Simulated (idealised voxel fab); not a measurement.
process module | voxel tone inversion
cross-section cut | 215 nm wide | cells 5 nm
A cross-section is a grid of square cells, given in bands from the top down. A band is one or more rows of cells.
Each band's line starts with the height of the band's top and of its bottom, in nm. Then come its materials from left to right, each with its width in nm. One material with "throughout" fills the band from edge to edge. "air" is empty space.
Height 0 is the level under which the wafer as received is all one material. The lowest band goes on downwards, as in "0 down".
A width such as "30 to 40" changes by the same amount from each row of cells to the next, from the band's top row to its bottom row.
"no change" after a step means that no cell of the cross-section changed.
closed voids: empty space of 8 cells or more with no open way to the top, each as width x height at its distance from the left edge, in nm
after a step's settings: what the simulator itself notes on the step
overlay nm, on a step with a mask: how far to the right of its planned place the mask lay; to the left if negative
plan
1 op RECEIVE | material Si
2 op CONFORMAL_DEP | material SiN | thk nm 5
3 op DIRECTIONAL_DEP | material polySi | thk nm 15
4 op PATTERN | tone cover | mask id POSTS | material resist | width nm 20 | pitch nm 40 | thk nm 20 | overlay nm 0
5 op DIRECTIONAL_ETCH | etch materials polySi | depth nm 15
6 op STRIP | etch materials resist
7 op FILL_DEP | material SiO2 | thk nm 5
8 op CMP | height nm 20
9 op STRIP | etch materials polySi
as received, after step 1
  0 down: Si throughout
  closed voids: none
a wafer at the end: this start, this plan, one mistake
  20 to 5: SiO2 45 | air 20 | SiO2 20 | air 20 | SiO2 20 | air 20 | SiO2 20 | air 20 | SiO2 30
  5 to 0: SiN throughout
  0 down: Si throughout
  closed voids: none
what went wrong: step 4 ran as: op PATTERN | tone cover | mask id POSTS | material resist | width nm 20 | pitch nm 40 | thk nm 20 | overlay nm 10
